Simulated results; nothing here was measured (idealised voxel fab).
A process module follows: voxel double patterning.
Section shown: cut. Width: 280 nm. Cell size: 5 nm, square.
Each cross-section below is a grid of square cells, stated as bands in top-down order, with one or more rows of cells making up each band. Heights first: top, then bottom, in nm. Then materials, left to right, each with a width in nm. "full width" on a single material: fills the band edge to edge. "empty": empty space. Below 0: as-received wafer, all one material; heights counted from there. Lowest band: no bottom, goes on down, written "0 -> down". A width such as "30..40" changes by the same amount from each row of cells to the next, from the band's top row to its bottom row. "nothing different" means the step left every cell of the cross-section as it was. In the "Internal closed voids" entry, you get each enclosed empty space of 8 cells or more, one with no open way to the top, written width x height at distance, distance from the left edge, in nm. Anything after a step's settings on that line? It's the simulator's own note about the step. overlay nm: for a step with a mask, the amount by which the mask lay right of where it was planned; a negative amount means left of it.
# plan
1. RECEIVE | material Si
2. CONFORMAL_DEP | material SiO2 | thk nm 5
3. DIRECTIONAL_DEP | material TiN | thk nm 20
4. DIRECTIONAL_DEP | material SiCN | thk nm 5
5. PATTERN | tone open | mask id FIRST | material resist | width nm 15 | pitch nm 50 | thk nm 15 | overlay nm 0
6. DIRECTIONAL_ETCH | etch materials SiCN | depth nm 5
7. STRIP | etch materials resist
8. PATTERN | tone open | mask id SECOND | material resist | width nm 15 | thk nm 15 | overlay nm 0
9. DIRECTIONAL_ETCH | etch materials SiCN | depth nm 5
10. STRIP | etch materials resist
11. DIRECTIONAL_ETCH | etch materials TiN | depth nm 20
12. STRIP | etch materials SiCN
# Wafer at receipt (post step 1), cross-section
* 0 -> down = Si full width
* Internal closed voids: none
# Cross-sectional image of the first of two wafers at the end of the module, the run having proceeded as planned
* 25 -> 5 = 105 TiN  15 empty  10 TiN  15 empty  10 TiN  15 empty  110 TiN
* 5 -> 0 = SiO2 full width
* 0 -> down = Si full width
* Internal closed voids: none
# Cross-section, second wafer: same start as the first, same plan as the first, one mistake in running it; taken at the end of the module
* 25 -> 5 = 105 empty  15 TiN  35 empty  15 TiN  110 empty
* 5 -> 0 = SiO2 full width
* 0 -> down = Si full width
* Internal closed voids: none
Deviation noted in wafer processing: step 5 did not use the planned setting and instead ran as PATTERN | tone cover | mask id FIRST | material resist | width nm 15 | pitch nm 50 | thk nm 15 | overlay nm 0
Per the end-of-run cell counts, the second wafer holds more or fewer of some materials than the first: 164 fewer of TiN
